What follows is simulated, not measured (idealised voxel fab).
Proc. module: voxel plated lines
The cross-section on display is named cut; it measures 185 nm wide, and its cells are 5 nm squares.
We lay out every cross-section as a grid of square cells and spell it out in bands from the top down, where one band means one or more rows of cells. Look at the band entry: it leads with the top's height and the bottom's height in nm. Then it lists the materials left to right, with a width in nm for each. The word "edge to edge" on a single material says that material fills the band edge to edge. The word "empty" is empty space. All heights in this document are referenced to 0, defined as the level beneath which the wafer, as received, consists entirely of one material. The lowest band is not bounded below; it extends indefinitely downward and is written in the form "0 and below". Top row gets the first number, bottom row gets the second, and each row in between changes by the same step: that is how a band width like "30->40" works. Take "same as before" at face value: in the step it is given for, the cross-section changed in none of its cells. This entry, "Listed closed voids", enumerates those empty regions of no fewer than 8 cells that possess no open connection to the top. Each region is reported in the form width x height at distance, the distance being taken from the left edge, with all three quantities expressed in nm. It should be noted that, on the line of a given step, the content following the step's settings is a remark produced by the simulator itself with respect to that step. Regarding "overlay nm": on a step with a mask, it is the distance the mask lay to the right of its planned place; a negative value places it to the left.
So here's the lineup of process steps we planned
1,op RECEIVE | material Si
2,op CONFORMAL_DEP | material Al2O3 | thk nm 15
3,op DIRECTIONAL_DEP | material TiN | thk nm 5
4,op PATTERN | tone open | mask id LINES | material resist | width nm 25 | pitch nm 55 | thk nm 30 | overlay nm 0
5,op EPI | material Ru | thk nm 5
6,op EPI | material Ru | thk nm 10
7,op STRIP | etch materials resist
8,op DIRECTIONAL_ETCH | etch materials TiN | depth nm 5
9,op CONFORMAL_DEP | material SiN | thk nm 10
Of two wafers, the first: run according to plan
Delivered wafer in cross-section: state after step 1
    0 and below | Si edge to edge
    Listed closed voids: none
So this is the wafer cross-section right after step 2
    15 down to 0 | Al2O3 edge to edge
    Below 0 it's all the same as before, nothing changed down there.
So this is the wafer cross-section right after step 3
    20 down to 15 | TiN edge to edge
    Below 15 it's all the same as before, nothing changed down there.
So this is the wafer cross-section right after step 4
    50 down to 20 | resist=50 | empty=25 | resist=30 | empty=25 | resist=55
    Below 20 it's all the same as before, nothing changed down there.
So this is the wafer cross-section right after step 5
    50 down to 25 | resist=50 | empty=25 | resist=30 | empty=25 | resist=55
    25 down to 20 | resist=50 | Ru=25 | resist=30 | Ru=25 | resist=55
    Below 20 it's all the same as before, nothing changed down there.
So this is the wafer cross-section right after step 6
    50 down to 35 | resist=50 | empty=25 | resist=30 | empty=25 | resist=55
    35 down to 20 | resist=50 | Ru=25 | resist=30 | Ru=25 | resist=55
    Below 20 it's all the same as before, nothing changed down there.
So this is the wafer cross-section right after step 7
    35 down to 20 | empty=50 | Ru=25 | empty=30 | Ru=25 | empty=55
    Below 20 it's all the same as before, nothing changed down there.
So this is the wafer cross-section right after step 8
    35 down to 20 | empty=50 | Ru=25 | empty=30 | Ru=25 | empty=55
    20 down to 15 | empty=50 | TiN=25 | empty=30 | TiN=25 | empty=55
    Below 15 it's all the same as before, nothing changed down there.
So this is the wafer cross-section right after step 9
    45 down to 35 | empty=40 | SiN=45 | empty=10 | SiN=45 | empty=45
    35 down to 25 | empty=40 | SiN=10 | Ru=25 | SiN=10 | empty=10 | SiN=10 | Ru=25 | SiN=10 | empty=45
    25 down to 20 | SiN=50 | Ru=25 | SiN=30 | Ru=25 | SiN=55
    20 down to 15 | SiN=50 | TiN=25 | SiN=30 | TiN=25 | SiN=55
    Below 15 it's all the same as before, nothing changed down there.
Second wafer. Start and plan as for the first. One mistake made in running. Agrees with the first up to and including step 8
Second wafer shown in cross-section at the time step 9 was slated to end
    40 down to 35 | empty=45 | SiN=35 | empty=20 | SiN=35 | empty=50
    35 down to 20 | empty=45 | SiN=5 | Ru=25 | SiN=5 | empty=20 | SiN=5 | Ru=25 | SiN=5 | empty=50
    20 down to 15 | SiN=50 | TiN=25 | SiN=30 | TiN=25 | SiN=55
    Below 15 it's all the same as before, nothing changed down there.
Error vs. plan: step 9, actual vs plan mismatch, actual run op CONFORMAL_DEP | material SiN | thk nm 5
At the finish, the second wafer shows more or fewer cells for some materials than the first does: SiN: 53 fewer
